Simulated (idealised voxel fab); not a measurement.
process module | voxel trench capacitor
cross-section cut | 175 nm wide | cells 5 nm
A cross-section is a grid of square cells, given in bands from the top down. A band is one or more rows of cells.
Each band's line starts with the height of the band's top and of its bottom, in nm. Then come its materials from left to right, each with its width in nm. One material with "throughout" fills the band from edge to edge. "air" is empty space.
Height 0 is the level under which the wafer as received is all one material. The lowest band goes on downwards, as in "0 down".
A width such as "30 to 40" changes by the same amount from each row of cells to the next, from the band's top row to its bottom row.
"no change" after a step means that no cell of the cross-section changed.
closed voids: empty space of 8 cells or more with no open way to the top, each as width x height at its distance from the left edge, in nm
after a step's settings: what the simulator itself notes on the step
overlay nm, on a step with a mask: how far to the right of its planned place the mask lay; to the left if negative
plan
1 op RECEIVE | material Si
2 op CONFORMAL_DEP | material SiN | thk nm 10
3 op DIRECTIONAL_DEP | material aC | thk nm 15
4 op PATTERN | tone open | mask id TRENCH | material resist | width nm 25 | pitch nm 55 | thk nm 35 | overlay nm 0
5 op DIRECTIONAL_ETCH | etch materials aC | depth nm 15
6 op STRIP | etch materials resist
7 op DIRECTIONAL_ETCH | etch materials SiN | depth nm 10
8 op DIRECTIONAL_ETCH | etch materials Si | depth nm 25
9 op STRIP | etch materials aC
10 op CONFORMAL_DEP | material Al2O3 | thk nm 5
11 op CONFORMAL_DEP | material TiN | thk nm 5
12 op FILL_DEP | material W | thk nm 10
13 op CMP | height nm 10
first wafer, as planned
as received, after step 1
  0 down: Si throughout
  closed voids: none
after step 2
  10 to 0: SiN throughout
  below 0: unchanged
after step 3
  25 to 10: aC throughout
  below 10: unchanged
after step 4
  60 to 25: resist 45 | air 25 | resist 30 | air 25 | resist 50
  below 25: unchanged
after step 5
  45 to 25: resist 45 | air 25 | resist 30 | air 25 | resist 50
  25 to 10: aC 45 | air 25 | aC 30 | air 25 | aC 50
  below 10: unchanged
after step 6
  25 to 10: aC 45 | air 25 | aC 30 | air 25 | aC 50
  below 10: unchanged
after step 7
  25 to 10: aC 45 | air 25 | aC 30 | air 25 | aC 50
  10 to 0: SiN 45 | air 25 | SiN 30 | air 25 | SiN 50
  below 0: unchanged
after step 8
  25 to 10: aC 45 | air 25 | aC 30 | air 25 | aC 50
  10 to 0: SiN 45 | air 25 | SiN 30 | air 25 | SiN 50
  0 to -25: Si 45 | air 25 | Si 30 | air 25 | Si 50
  below -25: unchanged
after step 9
  10 to 0: SiN 45 | air 25 | SiN 30 | air 25 | SiN 50
  below 0: unchanged
after step 10
  15 to 10: Al2O3 50 | air 15 | Al2O3 40 | air 15 | Al2O3 55
  10 to 0: SiN 45 | Al2O3 5 | air 15 | Al2O3 5 | SiN 30 | Al2O3 5 | air 15 | Al2O3 5 | SiN 50
  0 to -20: Si 45 | Al2O3 5 | air 15 | Al2O3 5 | Si 30 | Al2O3 5 | air 15 | Al2O3 5 | Si 50
  -20 to -25: Si 45 | Al2O3 25 | Si 30 | Al2O3 25 | Si 50
  below -25: unchanged
after step 11
  20 to 15: TiN 55 | air 5 | TiN 50 | air 5 | TiN 60
  15 to 10: Al2O3 50 | TiN 5 | air 5 | TiN 5 | Al2O3 40 | TiN 5 | air 5 | TiN 5 | Al2O3 55
  10 to 0: SiN 45 | Al2O3 5 | TiN 5 | air 5 | TiN 5 | Al2O3 5 | SiN 30 | Al2O3 5 | TiN 5 | air 5 | TiN 5 | Al2O3 5 | SiN 50
  0 to -15: Si 45 | Al2O3 5 | TiN 5 | air 5 | TiN 5 | Al2O3 5 | Si 30 | Al2O3 5 | TiN 5 | air 5 | TiN 5 | Al2O3 5 | Si 50
  -15 to -20: Si 45 | Al2O3 5 | TiN 15 | Al2O3 5 | Si 30 | Al2O3 5 | TiN 15 | Al2O3 5 | Si 50
  below -20: unchanged
after step 12
  30 to 20: W throughout
  20 to 15: TiN 55 | W 5 | TiN 50 | W 5 | TiN 60
  15 to 10: Al2O3 50 | TiN 5 | W 5 | TiN 5 | Al2O3 40 | TiN 5 | W 5 | TiN 5 | Al2O3 55
  10 to 0: SiN 45 | Al2O3 5 | TiN 5 | W 5 | TiN 5 | Al2O3 5 | SiN 30 | Al2O3 5 | TiN 5 | W 5 | TiN 5 | Al2O3 5 | SiN 50
  0 to -15: Si 45 | Al2O3 5 | TiN 5 | W 5 | TiN 5 | Al2O3 5 | Si 30 | Al2O3 5 | TiN 5 | W 5 | TiN 5 | Al2O3 5 | Si 50
  below -15: unchanged
after step 13
  10 to 0: SiN 45 | Al2O3 5 | TiN 5 | W 5 | TiN 5 | Al2O3 5 | SiN 30 | Al2O3 5 | TiN 5 | W 5 | TiN 5 | Al2O3 5 | SiN 50
  below 0: unchanged
second wafer: like start, like plan, one mistake. Through step 9 it matches the first wafer
when step 10 should have ended: no change
when step 11 should have ended
  15 to 10: TiN 50 | air 15 | TiN 40 | air 15 | TiN 55
  10 to 0: SiN 45 | TiN 5 | air 15 | TiN 5 | SiN 30 | TiN 5 | air 15 | TiN 5 | SiN 50
  0 to -20: Si 45 | TiN 5 | air 15 | TiN 5 | Si 30 | TiN 5 | air 15 | TiN 5 | Si 50
  -20 to -25: Si 45 | TiN 25 | Si 30 | TiN 25 | Si 50
  below -25: unchanged
when step 12 should have ended
  25 to 15: W throughout
  15 to 10: TiN 50 | W 15 | TiN 40 | W 15 | TiN 55
  10 to 0: SiN 45 | TiN 5 | W 15 | TiN 5 | SiN 30 | TiN 5 | W 15 | TiN 5 | SiN 50
  0 to -20: Si 45 | TiN 5 | W 15 | TiN 5 | Si 30 | TiN 5 | W 15 | TiN 5 | Si 50
  below -20: unchanged
when step 13 should have ended
  10 to 0: SiN 45 | TiN 5 | W 15 | TiN 5 | SiN 30 | TiN 5 | W 15 | TiN 5 | SiN 50
  below 0: unchanged
what went wrong: step 10 was left out
at the end the second wafer has, in cells: 34 fewer of Al2O3 | 8 more of TiN | 26 more of W
